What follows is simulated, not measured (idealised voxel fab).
voxel trench capacitor: a process module
Pictured: cross-section cut, 275 nm wide, on a grid of 5 nm square cells.
Reading order for cross-sections: top band down to bottom band. Underlying form: a grid of square cells. Band size: one or more rows of cells.
In this notation a band is specified by the heights of its top and bottom, in that order and in nm, after which its materials appear from left to right, each paired with its width in nm. The word "all across" attached to a single material means that material fills the band from edge to edge; the word "empty" stands for empty space.
Basically, 0 is our baseline, since under it the wafer straight out of the box is all one material. The bottom band has no lower end and keeps on going down, so it looks like "0..down".
Quick explanation for "30..40": the width changes in equal steps down the rows of cells, from the first number in the band's top row to the second number in its bottom row.
The cross-section has no changed cell in any step marked "nothing was modified".
So "Voids, sealed" is basically the list of trapped voids: any empty space of 8 cells or more that can't reach the top through an opening. They're written width x height at distance, the distance being from the left edge, and it's all nm.
Read whatever lies past the settings on a step's line as the simulator's own remark about the step.
Steps that use a mask can have "overlay nm" on their line. It says how far the mask sat to the right of where it was meant to be. Negative means to the left.

PROCESS STEPS - PLAN
1 RECEIVE | material Si
2 CONFORMAL_DEP | material SiN | thk nm 10
3 MASKED_ETCH | tone open | mask id TRENCH | width nm 30 | pitch nm 60 | etch materials SiN | depth nm 10 | overlay nm 0
4 MASKED_ETCH | tone open | mask id TRENCH | width nm 30 | pitch nm 60 | etch materials Si | depth nm 25 | overlay nm 0
5 CONFORMAL_DEP | material Al2O3 | thk nm 5
6 CONFORMAL_DEP | material TiN | thk nm 5
7 FILL_DEP | material W | thk nm 10
8 CMP | height nm 10

FIRST OF TWO WAFERS, WITH THE RUN CARRIED OUT AS PLANNED

AS-RECEIVED STATE OF THE WAFER IN CROSS-SECTION, EQUIVALENT TO POST-STEP 1
	0..down = Si all across
	Voids, sealed: none

AFTER STEP 2
	10..0 = SiN all across
	Beneath the level 0, the cross-section is identical to its previous state.

AFTER STEP 3
	10..0 = 30 SiN; 30 empty; 30 SiN; 30 empty; 30 SiN; 30 empty; 30 SiN; 30 empty; 35 SiN
	Beneath the level 0, the cross-section is identical to its previous state.

AFTER STEP 4
	10..0 = 30 SiN; 30 empty; 30 SiN; 30 empty; 30 SiN; 30 empty; 30 SiN; 30 empty; 35 SiN
	0..-25 = 30 Si; 30 empty; 30 Si; 30 empty; 30 Si; 30 empty; 30 Si; 30 empty; 35 Si
	Beneath the level -25, the cross-section is identical to its previous state.

AFTER STEP 5
	15..10 = 35 Al2O3; 20 empty; 40 Al2O3; 20 empty; 40 Al2O3; 20 empty; 40 Al2O3; 20 empty; 40 Al2O3
	10..0 = 30 SiN; 5 Al2O3; 20 empty; 5 Al2O3; 30 SiN; 5 Al2O3; 20 empty; 5 Al2O3; 30 SiN; 5 Al2O3; 20 empty; 5 Al2O3; 30 SiN; 5 Al2O3; 20 empty; 5 Al2O3; 35 SiN
	0..-20 = 30 Si; 5 Al2O3; 20 empty; 5 Al2O3; 30 Si; 5 Al2O3; 20 empty; 5 Al2O3; 30 Si; 5 Al2O3; 20 empty; 5 Al2O3; 30 Si; 5 Al2O3; 20 empty; 5 Al2O3; 35 Si
	-20..-25 = 30 Si; 30 Al2O3; 30 Si; 30 Al2O3; 30 Si; 30 Al2O3; 30 Si; 30 Al2O3; 35 Si
	Beneath the level -25, the cross-section is identical to its previous state.

AFTER STEP 6
	20..15 = 40 TiN; 10 empty; 50 TiN; 10 empty; 50 TiN; 10 empty; 50 TiN; 10 empty; 45 TiN
	15..10 = 35 Al2O3; 5 TiN; 10 empty; 5 TiN; 40 Al2O3; 5 TiN; 10 empty; 5 TiN; 40 Al2O3; 5 TiN; 10 empty; 5 TiN; 40 Al2O3; 5 TiN; 10 empty; 5 TiN; 40 Al2O3
	10..0 = 30 SiN; 5 Al2O3; 5 TiN; 10 empty; 5 TiN; 5 Al2O3; 30 SiN; 5 Al2O3; 5 TiN; 10 empty; 5 TiN; 5 Al2O3; 30 SiN; 5 Al2O3; 5 TiN; 10 empty; 5 TiN; 5 Al2O3; 30 SiN; 5 Al2O3; 5 TiN; 10 empty; 5 TiN; 5 Al2O3; 35 SiN
	0..-15 = 30 Si; 5 Al2O3; 5 TiN; 10 empty; 5 TiN; 5 Al2O3; 30 Si; 5 Al2O3; 5 TiN; 10 empty; 5 TiN; 5 Al2O3; 30 Si; 5 Al2O3; 5 TiN; 10 empty; 5 TiN; 5 Al2O3; 30 Si; 5 Al2O3; 5 TiN; 10 empty; 5 TiN; 5 Al2O3; 35 Si
	-15..-20 = 30 Si; 5 Al2O3; 20 TiN; 5 Al2O3; 30 Si; 5 Al2O3; 20 TiN; 5 Al2O3; 30 Si; 5 Al2O3; 20 TiN; 5 Al2O3; 30 Si; 5 Al2O3; 20 TiN; 5 Al2O3; 35 Si
	Beneath the level -20, the cross-section is identical to its previous state.

AFTER STEP 7
	30..20 = W all across
	20..15 = 40 TiN; 10 W; 50 TiN; 10 W; 50 TiN; 10 W; 50 TiN; 10 W; 45 TiN
	15..10 = 35 Al2O3; 5 TiN; 10 W; 5 TiN; 40 Al2O3; 5 TiN; 10 W; 5 TiN; 40 Al2O3; 5 TiN; 10 W; 5 TiN; 40 Al2O3; 5 TiN; 10 W; 5 TiN; 40 Al2O3
	10..0 = 30 SiN; 5 Al2O3; 5 TiN; 10 W; 5 TiN; 5 Al2O3; 30 SiN; 5 Al2O3; 5 TiN; 10 W; 5 TiN; 5 Al2O3; 30 SiN; 5 Al2O3; 5 TiN; 10 W; 5 TiN; 5 Al2O3; 30 SiN; 5 Al2O3; 5 TiN; 10 W; 5 TiN; 5 Al2O3; 35 SiN
	0..-15 = 30 Si; 5 Al2O3; 5 TiN; 10 W; 5 TiN; 5 Al2O3; 30 Si; 5 Al2O3; 5 TiN; 10 W; 5 TiN; 5 Al2O3; 30 Si; 5 Al2O3; 5 TiN; 10 W; 5 TiN; 5 Al2O3; 30 Si; 5 Al2O3; 5 TiN; 10 W; 5 TiN; 5 Al2O3; 35 Si
	Beneath the level -15, the cross-section is identical to its previous state.

AFTER STEP 8
	10..0 = 30 SiN; 5 Al2O3; 5 TiN; 10 W; 5 TiN; 5 Al2O3; 30 SiN; 5 Al2O3; 5 TiN; 10 W; 5 TiN; 5 Al2O3; 30 SiN; 5 Al2O3; 5 TiN; 10 W; 5 TiN; 5 Al2O3; 30 SiN; 5 Al2O3; 5 TiN; 10 W; 5 TiN; 5 Al2O3; 35 SiN
	Beneath the level 0, the cross-section is identical to its previous state.

IT IS TO BE NOTED THAT THE SECOND WAFER PROCEEDED FROM THE SAME INITIAL STATE AND ACCORDING TO THE SAME PLAN AS THE FIRST, ALTHOUGH ONE MISTAKE WAS COMMITTED IN ITS EXECUTION; THROUGH STEP 2, INCLUSIVE, THE TWO WAFERS SHARE AN IDENTICAL HISTORY

SECOND WAFER PROFILE IN SECTION, AT THE MOMENT STEP 3 OF THE PLAN WAS MEANT TO BE COMPLETE
	10..0 = 30 empty; 30 SiN; 30 empty; 30 SiN; 30 empty; 30 SiN; 30 empty; 30 SiN; 35 empty
	Beneath the level 0, the cross-section is identical to its previous state.

Second wafer profile in section, at the moment step 4 of the plan was meant to be complete: nothing was modified

SECOND WAFER PROFILE IN SECTION, AT THE MOMENT STEP 5 OF THE PLAN WAS MEANT TO BE COMPLETE
	15..10 = 25 empty; 40 Al2O3; 20 empty; 40 Al2O3; 20 empty; 40 Al2O3; 20 empty; 40 Al2O3; 30 empty
	10..5 = 25 empty; 5 Al2O3; 30 SiN; 5 Al2O3; 20 empty; 5 Al2O3; 30 SiN; 5 Al2O3; 20 empty; 5 Al2O3; 30 SiN; 5 Al2O3; 20 empty; 5 Al2O3; 30 SiN; 5 Al2O3; 30 empty
	5..0 = 30 Al2O3; 30 SiN; 30 Al2O3; 30 SiN; 30 Al2O3; 30 SiN; 30 Al2O3; 30 SiN; 35 Al2O3
	Beneath the level 0, the cross-section is identical to its previous state.

SECOND WAFER PROFILE IN SECTION, AT THE MOMENT STEP 6 OF THE PLAN WAS MEANT TO BE COMPLETE
	20..15 = 20 empty; 50 TiN; 10 empty; 50 TiN; 10 empty; 50 TiN; 10 empty; 50 TiN; 25 empty
	15..10 = 20 empty; 5 TiN; 40 Al2O3; 5 TiN; 10 empty; 5 TiN; 40 Al2O3; 5 TiN; 10 empty; 5 TiN; 40 Al2O3; 5 TiN; 10 empty; 5 TiN; 40 Al2O3; 5 TiN; 25 empty
	10..5 = 25 TiN; 5 Al2O3; 30 SiN; 5 Al2O3; 20 TiN; 5 Al2O3; 30 SiN; 5 Al2O3; 20 TiN; 5 Al2O3; 30 SiN; 5 Al2O3; 20 TiN; 5 Al2O3; 30 SiN; 5 Al2O3; 30 TiN
	Beneath the level 5, the cross-section is identical to its previous state.

SECOND WAFER PROFILE IN SECTION, AT THE MOMENT STEP 7 OF THE PLAN WAS MEANT TO BE COMPLETE
	30..20 = W all across
	20..15 = 20 W; 50 TiN; 10 W; 50 TiN; 10 W; 50 TiN; 10 W; 50 TiN; 25 W
	15..10 = 20 W; 5 TiN; 40 Al2O3; 5 TiN; 10 W; 5 TiN; 40 Al2O3; 5 TiN; 10 W; 5 TiN; 40 Al2O3; 5 TiN; 10 W; 5 TiN; 40 Al2O3; 5 TiN; 25 W
	Beneath the level 10, the cross-section is identical to its previous state.

SECOND WAFER PROFILE IN SECTION, AT THE MOMENT STEP 8 OF THE PLAN WAS MEANT TO BE COMPLETE
	10..5 = 25 TiN; 5 Al2O3; 30 SiN; 5 Al2O3; 20 TiN; 5 Al2O3; 30 SiN; 5 Al2O3; 20 TiN; 5 Al2O3; 30 SiN; 5 Al2O3; 20 TiN; 5 Al2O3; 30 SiN; 5 Al2O3; 30 TiN
	Beneath the level 5, the cross-section is identical to its previous state.
Deviation from plan: step 3 was processed under conditions differing from the plan, specifically as MASKED_ETCH | tone cover | mask id TRENCH | width nm 30 | pitch nm 60 | etch materials SiN | depth nm 10 | overlay nm 0
Final wafer comparison in cells, second versus first, more or fewer per material: Al2O3: 33 fewer, Si: 120 more, SiN: 14 fewer, TiN: 33 fewer, W: 40 fewer
